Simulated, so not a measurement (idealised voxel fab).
The following is a process module called voxel wiring stack.
The figure presents cross-section cut, which has a width of 160 nm and is divided into square cells with an edge length of 5 nm.
We lay out every cross-section as a grid of square cells and spell it out in bands from the top down, where one band means one or more rows of cells. This entry defines a band. It first specifies the height of the band's top and the height of its bottom in nm, and then specifies the band's materials from left to right, stating each material with its width in nm. The word "everywhere" identifies a single material that fills the band from edge to edge, while the word "blank" identifies empty space. Heights are measured from 0, the level below which the as-received wafer is all one material; the lowest band has no bottom and continues downward, written as in "0..down". Per-row width for "30..40": begins at first number (top row of band), ends at second number (bottom row), increment between rows held constant. The designation "same as before", where it is given for a processing step, indicates that no cell of the cross-section was altered in the course of that step. Empty spaces without an open route to the top, at least 8 cells in extent, make up the entry "Entrapped voids"; each is given as width x height at distance, where the distance is measured from the left edge, and all are in nm. Whatever follows a step's settings on its line is a remark the simulator itself makes about that step. overlay nm: right-of-plan distance of the mask on a masked step; negative values mean left-of-plan.
THIS SECTION LISTS THE PROCESS STEPS THAT WERE PLANNED
step 1: RECEIVE,material Si
step 2: CONFORMAL_DEP,material SiO2,thk nm 15
step 3: DIRECTIONAL_DEP,material TiN,thk nm 5
step 4: DIRECTIONAL_DEP,material Ru,thk nm 20
step 5: DIRECTIONAL_DEP,material aC,thk nm 15
step 6: PATTERN,tone cover,mask id METAL_1,material resist,width nm 20,pitch nm 35,thk nm 35,overlay nm 0
step 7: DIRECTIONAL_ETCH,etch materials aC,depth nm 15
step 8: STRIP,etch materials resist
step 9: DIRECTIONAL_ETCH,etch materials Ru,depth nm 20
step 10: DIRECTIONAL_ETCH,etch materials TiN,depth nm 5
step 11: STRIP,etch materials aC
step 12: CONFORMAL_DEP,material SiCN,thk nm 5
step 13: FILL_DEP,material SiO2,thk nm 10
step 14: CMP,height nm 40
step 15: CONFORMAL_DEP,material SiCN,thk nm 5
step 16: DIRECTIONAL_DEP,material lowk,thk nm 30
step 17: MASKED_ETCH,tone open,mask id METAL_2,width nm 20,pitch nm 35,etch materials lowk,depth nm 20,overlay nm 0
step 18: DIRECTIONAL_DEP,material aC,thk nm 10
step 19: PATTERN,tone open,mask id METAL_2_HOLES,material resist,width nm 15,pitch nm 70,thk nm 30,overlay nm 0
step 20: DIRECTIONAL_ETCH,etch materials aC,depth nm 10
step 21: STRIP,etch materials resist
step 22: DIRECTIONAL_ETCH,etch materials lowk,depth nm 10
step 23: DIRECTIONAL_ETCH,etch materials SiCN,depth nm 5
step 24: STRIP,etch materials aC
step 25: CONFORMAL_DEP,material TiN,thk nm 5
step 26: FILL_DEP,material Cu,thk nm 10
step 27: CMP,height nm 75
step 28: CONFORMAL_DEP,material SiN,thk nm 5
SO THIS IS THE INCOMING WAFER IN CROSS-SECTION - IT'S ALREADY BEEN THROUGH STEP 1
    0..down  Si everywhere
    Entrapped voids: none
FINAL WAFER PROFILE IN CROSS-SECTION AFTER THE MODULE, FROM THE SAME START AND PLAN AS ABOVE, WITH ONE MISTAKE MADE DURING PROCESSING
    80..75  SiN everywhere
    75..60  15 nm lowk, 5 nm TiN, 10 nm Cu, 5 nm TiN, 15 nm lowk, 5 nm TiN, 10 nm Cu, 5 nm TiN, 15 nm lowk, 5 nm TiN, 10 nm Cu, 5 nm TiN, 15 nm lowk, 5 nm TiN, 10 nm Cu, 5 nm TiN, 20 nm lowk
    60..55  15 nm lowk, 5 nm TiN, 5 nm Cu, 10 nm TiN, 15 nm lowk, 20 nm TiN, 15 nm lowk, 5 nm TiN, 5 nm Cu, 10 nm TiN, 15 nm lowk, 20 nm TiN, 20 nm lowk
    55..45  15 nm lowk, 5 nm TiN, 5 nm Cu, 5 nm TiN, 55 nm lowk, 5 nm TiN, 5 nm Cu, 5 nm TiN, 60 nm lowk
    45..40  15 nm SiCN, 15 nm TiN, 55 nm SiCN, 15 nm TiN, 60 nm SiCN
    40..20  15 nm SiO2, 5 nm SiCN, 15 nm Ru, 5 nm SiCN, 10 nm SiO2, 5 nm SiCN, 15 nm Ru, 5 nm SiCN, 10 nm SiO2, 5 nm SiCN, 15 nm Ru, 5 nm SiCN, 10 nm SiO2, 5 nm SiCN, 15 nm Ru, 5 nm SiCN, 15 nm SiO2
    20..15  20 nm SiCN, 15 nm TiN, 20 nm SiCN, 15 nm TiN, 20 nm SiCN, 15 nm TiN, 20 nm SiCN, 15 nm TiN, 20 nm SiCN
    15..0  SiO2 everywhere
    0..down  Si everywhere
    Entrapped voids: none
Deviation noted in wafer processing: step 6 did not happen as planned, as run it was PATTERN,tone cover,mask id METAL_1,material resist,width nm 15,pitch nm 35,thk nm 35,overlay nm 0
